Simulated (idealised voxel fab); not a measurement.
The process module presented herein is designated voxel ribs on slabs.
Cross-section cut: width 290 nm, square cells of 5 nm.
Bands, listed from the top down, are how a cross-section gets written in this document; the cross-section itself is a grid of square cells, and a band is one or more rows of them. Basically the band line says how high the top is and how high the bottom is, in nm, and then what's in it from left to right, every material with its width in nm. Empty space shows up as "empty", and if a single material carries "throughout" it runs the full band edge to edge. A quick word on heights: they are counted from 0, and under that level the wafer as it came to us is one material throughout. The lowest band is different from the rest in having no bottom; it simply continues downward, written as in "top 0, no bottom". Width: "30 to 40" (first number = top row, second number = bottom row, same change from row to row of cells). "no modifications" after a step means that no cell of the cross-section changed. In "Sealed-off cavities" the enclosed voids are listed, meaning empty spaces of 8 cells or larger without any opening to the top. The form is width x height at distance, distance from the left edge, units nm. What comes after the settings on a step's line is commentary from the simulator itself on that step. "overlay nm" answers the question of how far to the right of plan the mask lay on a step that has a mask, and when it is negative the answer is to the left.
PLANNED PROCESS STEPS
- 1: RECEIVE with material Si
- 2: DIRECTIONAL_DEP with material SiO2, thk nm 25
- 3: DIRECTIONAL_DEP with material polySi, thk nm 25
- 4: PATTERN with tone cover, mask id RIB, material resist, width nm 30, thk nm 20, overlay nm 0
- 5: DIRECTIONAL_ETCH with etch materials polySi, depth nm 10
- 6: STRIP with etch materials resist
- 7: MASKED_ETCH with tone cover, mask id SLAB, width nm 90, etch materials polySi, depth nm 15, overlay nm 0
- 8: FILL_DEP with material SiO2, thk nm 25
- 9: CMP with height nm 70
- 10: DIRECTIONAL_DEP with material TiN, thk nm 5
- 11: MASKED_ETCH with tone cover, mask id HEATER, width nm 40, etch materials TiN, depth nm 5, overlay nm 0
- 12: CONFORMAL_DEP with material SiO2, thk nm 5
BELOW: THE FIRST OF TWO WAFERS, RUN AS PLANNED
HERE'S WHAT THE WAFER LOOKED LIKE IN CROSS-SECTION WHEN IT ARRIVED - THAT'S AFTER STEP 1
> top 0, no bottom: Si throughout
> Sealed-off cavities: none
CROSS-SECTIONAL REPRESENTATION OF THE WAFER AT THE CONCLUSION OF STEP 2
> top 25, bottom 0: SiO2 throughout
> Everything under 0 stays put, no change at all.
CROSS-SECTIONAL REPRESENTATION OF THE WAFER AT THE CONCLUSION OF STEP 3
> top 50, bottom 25: polySi throughout
> Everything under 25 stays put, no change at all.
CROSS-SECTIONAL REPRESENTATION OF THE WAFER AT THE CONCLUSION OF STEP 4
> top 70, bottom 50: empty: 130 / resist: 30 / empty: 130
> Everything under 50 stays put, no change at all.
CROSS-SECTIONAL REPRESENTATION OF THE WAFER AT THE CONCLUSION OF STEP 5
> top 70, bottom 50: empty: 130 / resist: 30 / empty: 130
> top 50, bottom 40: empty: 130 / polySi: 30 / empty: 130
> Everything under 40 stays put, no change at all.
CROSS-SECTIONAL REPRESENTATION OF THE WAFER AT THE CONCLUSION OF STEP 6
> top 50, bottom 40: empty: 130 / polySi: 30 / empty: 130
> Everything under 40 stays put, no change at all.
CROSS-SECTIONAL REPRESENTATION OF THE WAFER AT THE CONCLUSION OF STEP 7
> top 50, bottom 40: empty: 130 / polySi: 30 / empty: 130
> top 40, bottom 25: empty: 100 / polySi: 90 / empty: 100
> Everything under 25 stays put, no change at all.
CROSS-SECTIONAL REPRESENTATION OF THE WAFER AT THE CONCLUSION OF STEP 8
> top 75, bottom 50: SiO2 throughout
> top 50, bottom 40: SiO2: 130 / polySi: 30 / SiO2: 130
> top 40, bottom 25: SiO2: 100 / polySi: 90 / SiO2: 100
> Everything under 25 stays put, no change at all.
CROSS-SECTIONAL REPRESENTATION OF THE WAFER AT THE CONCLUSION OF STEP 9
> top 70, bottom 50: SiO2 throughout
> Everything under 50 stays put, no change at all.
CROSS-SECTIONAL REPRESENTATION OF THE WAFER AT THE CONCLUSION OF STEP 10
> top 75, bottom 70: TiN throughout
> Everything under 70 stays put, no change at all.
CROSS-SECTIONAL REPRESENTATION OF THE WAFER AT THE CONCLUSION OF STEP 11
> top 75, bottom 70: empty: 125 / TiN: 40 / empty: 125
> Everything under 70 stays put, no change at all.
CROSS-SECTIONAL REPRESENTATION OF THE WAFER AT THE CONCLUSION OF STEP 12
> top 80, bottom 75: empty: 120 / SiO2: 50 / empty: 120
> top 75, bottom 70: SiO2: 125 / TiN: 40 / SiO2: 125
> Everything under 70 stays put, no change at all.
SECOND WAFER: SAME START AND SAME PLAN AS THE FIRST, ONE EXECUTION ERROR; IDENTICAL TO THE FIRST THROUGH STEP 10
CROSS-SECTIONAL REPRESENTATION OF THE SECOND WAFER AT THE TIME DESIGNATED IN THE PLAN FOR THE COMPLETION OF STEP 11
> top 75, bottom 70: TiN: 125 / empty: 40 / TiN: 125
> Everything under 70 stays put, no change at all.
CROSS-SECTIONAL REPRESENTATION OF THE SECOND WAFER AT THE TIME DESIGNATED IN THE PLAN FOR THE COMPLETION OF STEP 12
> top 80, bottom 75: SiO2: 130 / empty: 30 / SiO2: 130
> top 75, bottom 70: TiN: 125 / SiO2: 40 / TiN: 125
> Everything under 70 stays put, no change at all.
Misprocessing identified: step 11 was not run as planned; what actually ran was MASKED_ETCH with tone open, mask id HEATER, width nm 40, etch materials TiN, depth nm 5, overlay nm 0
End of process, cell counts, second wafer against first, materials with more or fewer: 42 more of TiN
